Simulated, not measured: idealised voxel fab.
process module | voxel ribs on slabs
Displayed cross-section: cut, width of 185 nm, square cells sized 5 nm.
This document writes a cross-section as a grid whose cells are square, and gives it as bands, listed from the top down; one or more rows of cells form a band. A band entry consists of two parts. The first gives the height of the band's top and the height of its bottom, in nm. The rest lists the band's materials from left to right, each with its width in nm. A single material labelled with the word "full width" fills the band from edge to edge, and the word "blank" marks empty space. Heights are expressed relative to 0, this being the level below which the as-received wafer comprises one material exclusively. The lowest band is unbounded in the downward direction and is denoted as in "from 0 down". So if you see something like "30 to 40" for the width, read it as the top row of the band sitting at the first number and the bottom row at the second, with every row in between moving by the same amount as the last. Given "nothing was modified" for a step, no cell of the cross-section differs between before and after that step. "Unvented internal voids" enumerates empty spaces isolated from the top, with no open way to it, that contain at least 8 cells, giving each as width x height at distance from the left edge, all three in nm. after a step's settings: what the simulator itself notes on the step. On any step carrying a mask, the "overlay nm" setting, if present on the step's line, tells how far right of its planned place the mask lay; negative values point to the left.

Below is the list of planned process steps:
step 1: RECEIVE,material Si
step 2: DIRECTIONAL_DEP,material SiO2,thk nm 30
step 3: DIRECTIONAL_DEP,material SiN,thk nm 20
step 4: MASKED_ETCH,tone cover,mask id RIB,width nm 25,etch materials SiN,depth nm 15,overlay nm 0
step 5: MASKED_ETCH,tone cover,mask id SLAB,width nm 75,etch materials SiN,depth nm 5,overlay nm 0
step 6: FILL_DEP,material SiO2,thk nm 25
step 7: CMP,height nm 70
step 8: DIRECTIONAL_DEP,material TiN,thk nm 5
step 9: PATTERN,tone cover,mask id HEATER,material resist,width nm 35,thk nm 20,overlay nm 0
step 10: DIRECTIONAL_ETCH,etch materials TiN,depth nm 5
step 11: STRIP,etch materials resist
step 12: CONFORMAL_DEP,material SiN,thk nm 5

The cross-section here shows the wafer as received, i.e. in its state after step 1:
* from 0 down = Si full width
* Unvented internal voids: none

The cross-section shown corresponds to the wafer at the conclusion of the module. The initial structure and the process plan are those presented above; however, one mistake occurred in executing the plan:
* from 80 to 75 = SiN=80 / blank=25 / SiN=80
* from 75 to 70 = TiN=75 / SiN=35 / TiN=75
* from 70 to 50 = SiO2 full width
* from 50 to 35 = SiO2=80 / SiN=25 / SiO2=80
* from 35 to 30 = SiO2=55 / SiN=75 / SiO2=55
* from 30 to 0 = SiO2 full width
* from 0 down = Si full width
* Unvented internal voids: none
Short version of what went wrong: step 9 was run on a setting that differed from the plan, and what really ran there is PATTERN,tone open,mask id HEATER,material resist,width nm 35,thk nm 20,overlay nm 0
